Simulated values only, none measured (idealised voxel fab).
Documented hereafter: the process module known as voxel gate over fins.
Cross-section cut: width 210 nm, square cells of 5 nm.
The cross-sections in this document take the form of a grid made of square cells. They are written out as bands, in order from top to bottom. Each band consists of one or more rows of cells. What a band's entry tells you: where the top is and where the bottom is, as heights in nm, and after that what lies inside, material by material from left to right, each with its width in nm. Empty space is written as the word "empty", and a single material marked with the word "edge to edge" occupies the band from edge to edge. Counting heights begins at 0, where everything beneath is, in the wafer as received, one material. The lowest band has no bottom; it goes on downwards, as "top 0, no bottom" shows. The expression "30->40" gives the width at the extremes of the band, the first number at its top row of cells and the second at its bottom row, with the width changing by equal amounts from each row to the next in between. Where the words "identical to before" appear for a step, the cross-section shows no cell changed by that step; every cell remained as before. Look at "Enclosed void listing" for the closed voids: empty spaces with no open path to the top, sized 8 cells or up. Each is width x height at distance, distance from the left edge, all nm. The remark found on a step's line after its settings is issued by the simulator itself and pertains to that step. overlay nm: step with mask; distance mask lay right of planned place; negative value = left of planned place.

## List of planned process steps
1: RECEIVE [material Si]
2: CONFORMAL_DEP [material SiN] [thk nm 5]
3: DIRECTIONAL_DEP [material aC] [thk nm 10]
4: PATTERN [tone cover] [mask id FINS] [material resist] [width nm 15] [pitch nm 40] [thk nm 30] [overlay nm 0]
5: DIRECTIONAL_ETCH [etch materials aC] [depth nm 10]
6: STRIP [etch materials resist]
7: DIRECTIONAL_ETCH [etch materials SiN] [depth nm 5]
8: DIRECTIONAL_ETCH [etch materials Si] [depth nm 40]
9: STRIP [etch materials aC]
10: OXIDIZE [depth nm 5]
11: FILL_DEP [material SiO2] [thk nm 10]
12: CMP [height nm 5]
13: SELECTIVE_ETCH [etch materials SiO2] [depth nm 20]
14: STRIP [etch materials SiN]
15: CONFORMAL_DEP [material HfO2] [thk nm 5]
16: CONFORMAL_DEP [material TiN] [thk nm 5]
17: CONFORMAL_DEP [material TiAl] [thk nm 5]
18: CONFORMAL_DEP [material TiN] [thk nm 5]
19: FILL_DEP [material W] [thk nm 10]
20: CMP [height nm 25]
21: CONFORMAL_DEP [material SiN] [thk nm 10]

## Cross-section of the wafer as it came to us, i.e., already through step 1
	top 0, no bottom | Si edge to edge
	Enclosed void listing: none

## Wafer cross-section at module end: first of two, run to plan
	top 35, bottom 25 | SiN edge to edge
	top 25, bottom 20 | W edge to edge
	top 20, bottom 15 | W: 60  TiN: 85  W: 65
	top 15, bottom 10 | W: 60  TiN: 5  TiAl: 35  TiN: 5  TiAl: 35  TiN: 5  W: 65
	top 10, bottom 5 | W: 60  TiN: 5  TiAl: 5  TiN: 25  TiAl: 5  TiN: 5  TiAl: 5  TiN: 25  TiAl: 5  TiN: 5  W: 65
	top 5, bottom 0 | TiN: 65  TiAl: 5  TiN: 5  HfO2: 15  TiN: 5  TiAl: 5  TiN: 5  TiAl: 5  TiN: 5  HfO2: 15  TiN: 5  TiAl: 5  TiN: 70
	top 0, bottom -5 | TiAl: 70  TiN: 5  HfO2: 5  Si: 5  HfO2: 5  TiN: 5  TiAl: 15  TiN: 5  HfO2: 5  Si: 5  HfO2: 5  TiN: 5  TiAl: 75
	top -5, bottom -10 | TiN: 75  HfO2: 5  Si: 5  HfO2: 5  TiN: 25  HfO2: 5  Si: 5  HfO2: 5  TiN: 80
	top -10, bottom -15 | HfO2: 80  Si: 5  HfO2: 35  Si: 5  HfO2: 85
	top -15, bottom -45 | SiO2: 80  Si: 5  SiO2: 35  Si: 5  SiO2: 85
	top -45, no bottom | Si edge to edge
	Enclosed void listing: none

## Wafer two cross-section, module end. Start and plan unchanged from wafer one; one mistake made during the run
	top 35, bottom 25 | SiN edge to edge
	top 25, bottom 20 | W edge to edge
	top 20, bottom 15 | W: 60  TiN: 85  W: 65
	top 15, bottom 10 | W: 60  TiN: 5  TiAl: 35  TiN: 5  TiAl: 35  TiN: 5  W: 65
	top 10, bottom 5 | W: 60  TiN: 5  TiAl: 5  TiN: 25  TiAl: 5  TiN: 5  TiAl: 5  TiN: 25  TiAl: 5  TiN: 5  W: 65
	top 5, bottom 0 | W: 60  TiN: 5  TiAl: 5  TiN: 5  HfO2: 15  TiN: 5  TiAl: 5  TiN: 5  TiAl: 5  TiN: 5  HfO2: 15  TiN: 5  TiAl: 5  TiN: 5  W: 65
	top 0, bottom -15 | W: 60  TiN: 5  TiAl: 5  TiN: 5  HfO2: 5  Si: 5  HfO2: 5  TiN: 5  TiAl: 5  TiN: 5  TiAl: 5  TiN: 5  HfO2: 5  Si: 5  HfO2: 5  TiN: 5  TiAl: 5  TiN: 5  W: 65
	top -15, bottom -20 | TiN: 65  TiAl: 5  TiN: 5  HfO2: 5  Si: 5  HfO2: 5  TiN: 5  TiAl: 5  TiN: 5  TiAl: 5  TiN: 5  HfO2: 5  Si: 5  HfO2: 5  TiN: 5  TiAl: 5  TiN: 70
	top -20, bottom -25 | TiAl: 70  TiN: 5  HfO2: 5  Si: 5  HfO2: 5  TiN: 5  TiAl: 15  TiN: 5  HfO2: 5  Si: 5  HfO2: 5  TiN: 5  TiAl: 75
	top -25, bottom -30 | TiN: 75  HfO2: 5  Si: 5  HfO2: 5  TiN: 25  HfO2: 5  Si: 5  HfO2: 5  TiN: 80
	top -30, bottom -35 | HfO2: 80  Si: 5  HfO2: 35  Si: 5  HfO2: 85
	top -35, bottom -45 | SiO2: 80  Si: 5  SiO2: 35  Si: 5  SiO2: 85
	top -45, no bottom | Si edge to edge
	Enclosed void listing: none
Here's what went sideways: yeah, plan step 13 got run twice
Wafer comparison, final, in cells, second relative to first, materials more or fewer: HfO2 +16 | SiO2 -160 | TiAl +16 | TiN +28 | W +100
